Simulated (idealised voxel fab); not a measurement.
The process module presented herein is designated voxel trench capacitor.
Xsec cut, 250 nm wide, square cell size 5 nm.
A cross-section in this document is a grid of square cells, and it is written down as bands, the top band listed before the ones below it; a band is made up of one or more rows of cells.
For a band, the entry starts with two heights in nm, that of the top and then that of the bottom, and carries on with the band's materials in order from left to right, each alongside its width in nm; the word "full width" beside a single material means it fills the band edge to edge, and "empty" means empty space.
It should be noted that heights are counted from 0, beneath which the wafer as supplied is of one material throughout, and that the lowest band possesses no lower boundary but continues downward, as written in "0 nm and below".
Note: "30..40" means the width goes from the first number (top row of the band) to the second number (bottom row) in equal steps per row of cells.
Any step labelled "nothing got changed" changed none of the cells in the cross-section.
If an empty space has no open way to the top and is at least 8 cells in size, "Sealed internal cavities" lists it, written width x height at distance, where distance is measured from the left edge and every value is in nm.
On a step's line, text after the settings is the simulator commenting on that step.
overlay nm: step with mask; distance mask lay right of planned place; negative value = left of planned place.
# Steps planned for the process
1) RECEIVE | material Si
2) CONFORMAL_DEP | material SiN | thk nm 5
3) DIRECTIONAL_DEP | material aC | thk nm 10
4) PATTERN | tone open | mask id TRENCH | material resist | width nm 20 | pitch nm 40 | thk nm 25 | overlay nm 0
5) DIRECTIONAL_ETCH | etch materials aC | depth nm 10
6) STRIP | etch materials resist
7) DIRECTIONAL_ETCH | etch materials SiN | depth nm 5
8) DIRECTIONAL_ETCH | etch materials Si | depth nm 35
9) STRIP | etch materials aC
10) CONFORMAL_DEP | material SiO2 | thk nm 5
11) FILL_DEP | material polySi | thk nm 5
12) CMP | height nm 5
# The cross-section here shows the wafer as received, i.e. in its state after step 1
- 0 nm and below = Si full width
- Sealed internal cavities: none
# This is how the wafer looks in cross-section once the module is done, given the starting state and plan above and one mistake in carrying the plan out
- 5 nm to 0 nm = SiN 85 | SiO2 5 | polySi 10 | SiO2 5 | SiN 20 | SiO2 5 | polySi 10 | SiO2 5 | SiN 20 | SiO2 5 | polySi 10 | SiO2 5 | SiN 65
- 0 nm to -30 nm = Si 85 | SiO2 5 | polySi 10 | SiO2 5 | Si 20 | SiO2 5 | polySi 10 | SiO2 5 | Si 20 | SiO2 5 | polySi 10 | SiO2 5 | Si 65
- -30 nm to -35 nm = Si 85 | SiO2 20 | Si 20 | SiO2 20 | Si 20 | SiO2 20 | Si 65
- -35 nm and below = Si full width
- Sealed internal cavities: none
What was the processing mistake? so step 4 ended up running with a different setting than we planned, it ran as PATTERN | tone open | mask id TRENCH | material resist | width nm 20 | pitch nm 40 | thk nm 25 | overlay nm 10
